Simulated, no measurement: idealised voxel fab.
Process module under the name voxel capacitor over wiring
cross-section cut | 275 nm wide | cells 5 nm
Reading order for cross-sections: top band down to bottom band. Underlying form: a grid of square cells. Band size: one or more rows of cells. Heads up on the band format: heights come first, top then bottom, in nm. After that it's the materials left to right, each with its width in nm. A single material flagged "edge to edge" fills the whole band edge to edge, and "air" means there's empty space there. Counting heights begins at 0, where everything beneath is, in the wafer as received, one material. The lowest band has no bottom; it goes on downwards, as "0 down" shows. The expression "30->40" gives the width at the extremes of the band, the first number at its top row of cells and the second at its bottom row, with the width changing by equal amounts from each row to the next in between. The designation "no change", where it is given for a processing step, indicates that no cell of the cross-section was altered in the course of that step. Enclosed voids (no open way to top), threshold 8 cells or more, entry "Enclosed cavity list", notation width x height at distance, distance from left edge, nm. What comes after the settings on a step's line is commentary from the simulator itself on that step. "overlay nm" on a masked step: distance the mask lay right of its planned place, negative for left.
-- Steps planned for the process
1 RECEIVE with material Si
2 CONFORMAL_DEP with material SiO2, thk nm 10
3 CONFORMAL_DEP with material SiCN, thk nm 5
4 DIRECTIONAL_DEP with material lowk, thk nm 20
5 DIRECTIONAL_DEP with material aC, thk nm 15
6 PATTERN with tone open, mask id METAL_1, material resist, width nm 20, pitch nm 75, thk nm 30, overlay nm 0
7 DIRECTIONAL_ETCH with etch materials aC, depth nm 15
8 STRIP with etch materials resist
9 DIRECTIONAL_ETCH with etch materials lowk, depth nm 20
10 DIRECTIONAL_ETCH with etch materials SiCN, depth nm 5
11 STRIP with etch materials aC
12 CONFORMAL_DEP with material TiN, thk nm 5
13 FILL_DEP with material Cu, thk nm 10
14 CMP with height nm 35
15 CONFORMAL_DEP with material SiCN, thk nm 5
16 DIRECTIONAL_DEP with material SiO2, thk nm 10
17 DIRECTIONAL_DEP with material aC, thk nm 10
18 PATTERN with tone open, mask id PLUG_1, material resist, width nm 15, thk nm 25, overlay nm 0
19 DIRECTIONAL_ETCH with etch materials aC, depth nm 10
20 STRIP with etch materials resist
21 DIRECTIONAL_ETCH with etch materials SiO2, depth nm 10
22 DIRECTIONAL_ETCH with etch materials SiCN, depth nm 5
23 STRIP with etch materials aC
24 EPI with material Ru, thk nm 10
25 EPI with material Ru, thk nm 5
26 DIRECTIONAL_DEP with material TiN, thk nm 10
27 DIRECTIONAL_DEP with material SiN, thk nm 5
28 DIRECTIONAL_DEP with material TiN, thk nm 5
29 PATTERN with tone cover, mask id UPPER_PLATE, material resist, width nm 50, thk nm 20, overlay nm 0
30 DIRECTIONAL_ETCH with etch materials TiN, depth nm 5
31 DIRECTIONAL_ETCH with etch materials SiN, depth nm 5
32 STRIP with etch materials resist
33 MASKED_ETCH with tone cover, mask id LOWER_PLATE, width nm 70, etch materials TiN, depth nm 10, overlay nm 0
34 FILL_DEP with material SiO2, thk nm 15
35 CMP with height nm 80
36 MASKED_ETCH with tone open, mask id PLUG_2, width nm 15, etch materials SiO2, depth nm 10, overlay nm 0
37 CONFORMAL_DEP with material TiN, thk nm 5
38 FILL_DEP with material W, thk nm 10
39 CMP with height nm 80
40 CONFORMAL_DEP with material SiCN, thk nm 5
What sets these wafers apart? The width nm at step 29. They all start alike, and the plan carries the first wafer's value.
-- Received wafers, first of several: cross-section after step 1
- 0 down | Si edge to edge
- Enclosed cavity list: none
-- Every row in this table is a wafer at the end of the module, and it gives, for each of the materials, the cells that wafer has gained (+) or lost (-) since it was received, then its closed voids
width nm 50 | +16 Cu | +9 Ru | +154 SiCN | +10 SiN | +490 SiO2 | +67 TiN | +1 W | +188 lowk | Enclosed cavity list: none
width nm 55 | +16 Cu | +9 Ru | +154 SiCN | +11 SiN | +488 SiO2 | +68 TiN | +1 W | +188 lowk | Enclosed cavity list: none
width nm 60 | +16 Cu | +9 Ru | +154 SiCN | +12 SiN | +486 SiO2 | +69 TiN | +1 W | +188 lowk | Enclosed cavity list: none
width nm 65 | +16 Cu | +9 Ru | +154 SiCN | +13 SiN | +484 SiO2 | +70 TiN | +1 W | +188 lowk | Enclosed cavity list: none
width nm 70 | +16 Cu | +9 Ru | +154 SiCN | +14 SiN | +482 SiO2 | +71 TiN | +1 W | +188 lowk | Enclosed cavity list: none
width nm 75 | +16 Cu | +9 Ru | +154 SiCN | +15 SiN | +479 SiO2 | +73 TiN | +1 W | +188 lowk | Enclosed cavity list: none
